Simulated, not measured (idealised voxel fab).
Documented hereafter: the process module known as voxel gate over fins.
In the cross-section labelled cut, the width is 205 nm and each square cell is 5 nm.
The cross-sections in this document take the form of a grid made of square cells. They are written out as bands, in order from top to bottom. Each band consists of one or more rows of cells.
Per band: top height and bottom height in nm, followed by the left-to-right materials and their widths in nm; "edge to edge" marks a single material spanning edge to edge, "blank" marks empty space.
Where do heights start? At 0: under that level the wafer as delivered is made of one material only. And the lowest band has no floor; it just carries on downward, as in "0 down".
Width "30->40": first value at the band's top row of cells, second value at its bottom row, equal change from row to row.
Basically "no modifications" means that step didn't change any cell in the cross-section.
In "Trapped cavities" the enclosed voids are listed, meaning empty spaces of 8 cells or larger without any opening to the top. The form is width x height at distance, distance from the left edge, units nm.
It should be noted that, on the line of a given step, the content following the step's settings is a remark produced by the simulator itself with respect to that step.
The line of a step may include "overlay nm". On a step with a mask, this value is how far to the right of its planned place the mask lay. A negative value means the mask lay to the left.

The following list gives the planned process steps:
- 1: RECEIVE (material Si)
- 2: CONFORMAL_DEP (material SiN; thk nm 10)
- 3: PATTERN (tone cover; mask id FINS; material resist; width nm 15; pitch nm 35; thk nm 15; overlay nm 0)
- 4: DIRECTIONAL_ETCH (etch materials SiN; depth nm 10)
- 5: DIRECTIONAL_ETCH (etch materials Si; depth nm 35)
- 6: STRIP (etch materials resist)
- 7: FILL_DEP (material SiO2; thk nm 10)
- 8: CMP (height nm 10)
- 9: SELECTIVE_ETCH (etch materials SiO2; depth nm 20)
- 10: STRIP (etch materials SiN)
- 11: CONFORMAL_DEP (material HfO2; thk nm 5)
- 12: CONFORMAL_DEP (material TiN; thk nm 5)
- 13: FILL_DEP (material W; thk nm 15)
- 14: CMP (height nm 20)
- 15: CONFORMAL_DEP (material SiCN; thk nm 10)

Step 1 complete: cross-section of the wafer as received:
    0 down: Si edge to edge
    Trapped cavities: none

Result of the module, cross-sectioned: start per above, plan per above, one error in how it was run:
    30 to 20: SiCN edge to edge
    20 to 10: W edge to edge
    10 to 5: 30 of W  140 of TiN  35 of W
    5 to 0: 30 of W  5 of TiN  25 of HfO2  10 of TiN  25 of HfO2  10 of TiN  25 of HfO2  10 of TiN  25 of HfO2  5 of TiN  35 of W
    0 to -5: 35 of TiN  5 of HfO2  15 of Si  5 of HfO2  10 of TiN  5 of HfO2  15 of Si  5 of HfO2  10 of TiN  5 of HfO2  15 of Si  5 of HfO2  10 of TiN  5 of HfO2  15 of Si  5 of HfO2  40 of TiN
    -5 to -10: 40 of HfO2  15 of Si  20 of HfO2  15 of Si  20 of HfO2  15 of Si  20 of HfO2  15 of Si  45 of HfO2
    -10 to -40: 40 of SiO2  15 of Si  20 of SiO2  15 of Si  20 of SiO2  15 of Si  20 of SiO2  15 of Si  45 of SiO2
    -40 down: Si edge to edge
    Trapped cavities: none
Against the plan, the run slipped here: the process deviated at step 5: the operation and settings actually run there were DIRECTIONAL_ETCH (etch materials Si; depth nm 40)
